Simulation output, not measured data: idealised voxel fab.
This is a process module. Its name is voxel self aligned vias.
Cross-section cut: width 275 nm, square cells of 5 nm.
In this document a cross-section is written as a grid of square cells. It is given as a series of bands, listed from the top down, and a band is one or more rows of cells.
Top height, bottom height, nm. Materials left to right, width each, nm. Single material + "throughout" = fills band edge to edge. "air" = empty.
It should be noted that heights are counted from 0, beneath which the wafer as supplied is of one material throughout, and that the lowest band possesses no lower boundary but continues downward, as written in "0 and below".
A width such as "30->40" changes by the same amount from each row of cells to the next, from the band's top row to its bottom row.
You'll sometimes find "nothing altered" written for a step, and that's the way of saying that nowhere in the cross-section did a cell change during that step.
"Enclosed cavity list" specifies each empty space that is not open to the top and that occupies no fewer than 8 cells, using the form width x height at distance, the distance measured from the left edge and all three quantities in nm.
That trailing text on a step's line, after the settings, is the simulator's own remark on the step.
The optional step-line setting "overlay nm" applies to steps with a mask and quantifies how far to the right of its planned location the mask lay, a negative value indicating leftward placement.

**Here's what the planned process steps look like**
1: RECEIVE | material Si
2: CONFORMAL_DEP | material SiO2 | thk nm 15
3: CONFORMAL_DEP | material SiCN | thk nm 5
4: DIRECTIONAL_DEP | material lowk | thk nm 30
5: DIRECTIONAL_DEP | material aC | thk nm 10
6: PATTERN | tone open | mask id LINES | material resist | width nm 25 | pitch nm 75 | thk nm 30 | overlay nm 0
7: DIRECTIONAL_ETCH | etch materials aC | depth nm 10
8: STRIP | etch materials resist
9: DIRECTIONAL_ETCH | etch materials lowk | depth nm 30
10: STRIP | etch materials aC
11: CONFORMAL_DEP | material TiN | thk nm 5
12: FILL_DEP | material Ru | thk nm 10
13: CMP | height nm 50
14: SELECTIVE_ETCH | etch materials W Ru TiN | depth nm 10
15: FILL_DEP | material SiN | thk nm 5
16: CMP | height nm 50
17: DIRECTIONAL_DEP | material lowk | thk nm 20
18: MASKED_ETCH | tone open | mask id VIAS | width nm 35 | pitch nm 75 | etch materials lowk | depth nm 20 | overlay nm 0
19: MASKED_ETCH | tone open | mask id VIAS | width nm 45 | pitch nm 75 | etch materials SiN | depth nm 10 | overlay nm 0
20: CONFORMAL_DEP | material TiN | thk nm 5
21: FILL_DEP | material W | thk nm 5
22: CMP | height nm 70
23: CONFORMAL_DEP | material SiCN | thk nm 5
For clarity, it should be stated that the wafers under discussion commence in an identical condition and differ with respect to the width nm of step 18, the plan indicating the value that the first wafer had.

**Cross-section of the first of several wafers as received (after step 1)**
  0 and below | Si throughout
  Enclosed cavity list: none

**Module finished, last step 23 done: cross-section of the first of several wafers**
  75 down to 70 | SiCN throughout
  70 down to 55 | 45 nm lowk, then 5 nm TiN, then 25 nm W, then 5 nm TiN, then 40 nm lowk, then 5 nm TiN, then 25 nm W, then 5 nm TiN, then 40 nm lowk, then 5 nm TiN, then 25 nm W, then 5 nm TiN, then 45 nm lowk
  55 down to 45 | 45->50 nm lowk, then 10->5 nm TiN, then 15 nm W, then 10->5 nm TiN, then 40->50 nm lowk, then 10->5 nm TiN, then 15 nm W, then 10->5 nm TiN, then 40->50 nm lowk, then 10->5 nm TiN, then 15 nm W, then 10->5 nm TiN, then 45->50 nm lowk
  45 down to 40 | 50 nm lowk, then 25 nm TiN, then 50 nm lowk, then 25 nm TiN, then 50 nm lowk, then 25 nm TiN, then 50 nm lowk
  40 down to 25 | 50 nm lowk, then 5 nm TiN, then 15 nm Ru, then 5 nm TiN, then 50 nm lowk, then 5 nm TiN, then 15 nm Ru, then 5 nm TiN, then 50 nm lowk, then 5 nm TiN, then 15 nm Ru, then 5 nm TiN, then 50 nm lowk
  25 down to 20 | 50 nm lowk, then 25 nm TiN, then 50 nm lowk, then 25 nm TiN, then 50 nm lowk, then 25 nm TiN, then 50 nm lowk
  20 down to 15 | SiCN throughout
  15 down to 0 | SiO2 throughout
  0 and below | Si throughout
  Enclosed cavity list: none

**Cross-section of the final wafer among several, taken at the end of the module**
  75 down to 70 | SiCN throughout
  70 down to 55 | 35 nm lowk, then 5 nm TiN, then 50 nm W, then 5 nm TiN, then 15 nm lowk, then 5 nm TiN, then 50 nm W, then 5 nm TiN, then 15 nm lowk, then 5 nm TiN, then 50 nm W, then 5 nm TiN, then 30 nm lowk
  55 down to 45 | 35->50 nm lowk, then 20->5 nm TiN, then 15 nm W, then 25->5 nm TiN, then 15->50 nm lowk, then 20->5 nm TiN, then 15 nm W, then 25->5 nm TiN, then 15->50 nm lowk, then 20->5 nm TiN, then 15 nm W, then 25->5 nm TiN, then 30->50 nm lowk
  45 down to 40 | 50 nm lowk, then 25 nm TiN, then 50 nm lowk, then 25 nm TiN, then 50 nm lowk, then 25 nm TiN, then 50 nm lowk
  40 down to 25 | 50 nm lowk, then 5 nm TiN, then 15 nm Ru, then 5 nm TiN, then 50 nm lowk, then 5 nm TiN, then 15 nm Ru, then 5 nm TiN, then 50 nm lowk, then 5 nm TiN, then 15 nm Ru, then 5 nm TiN, then 50 nm lowk
  25 down to 20 | 50 nm lowk, then 25 nm TiN, then 50 nm lowk, then 25 nm TiN, then 50 nm lowk, then 25 nm TiN, then 50 nm lowk
  20 down to 15 | SiCN throughout
  15 down to 0 | SiO2 throughout
  0 and below | Si throughout
  Enclosed cavity list: none

**Note: the following table is arranged by wafer, a row apiece. Each row reports the end-of-module state: per material, cells gained (+) or cells lost (-) compared with the wafer as received; closed voids follow**
width nm 35, +27 Ru, +110 SiCN, +165 SiO2, +84 TiN, +63 W, +376 lowk, Enclosed cavity list: none
width nm 40, +27 Ru, +110 SiCN, +165 SiO2, +87 TiN, +72 W, +364 lowk, Enclosed cavity list: none
width nm 45, +27 Ru, +110 SiCN, +165 SiO2, +90 TiN, +81 W, +352 lowk, Enclosed cavity list: none
width nm 50, +27 Ru, +110 SiCN, +165 SiO2, +93 TiN, +90 W, +340 lowk, Enclosed cavity list: none
width nm 55, +27 Ru, +110 SiCN, +165 SiO2, +96 TiN, +99 W, +328 lowk, Enclosed cavity list: none
width nm 60, +27 Ru, +110 SiCN, +165 SiO2, +99 TiN, +108 W, +316 lowk, Enclosed cavity list: none
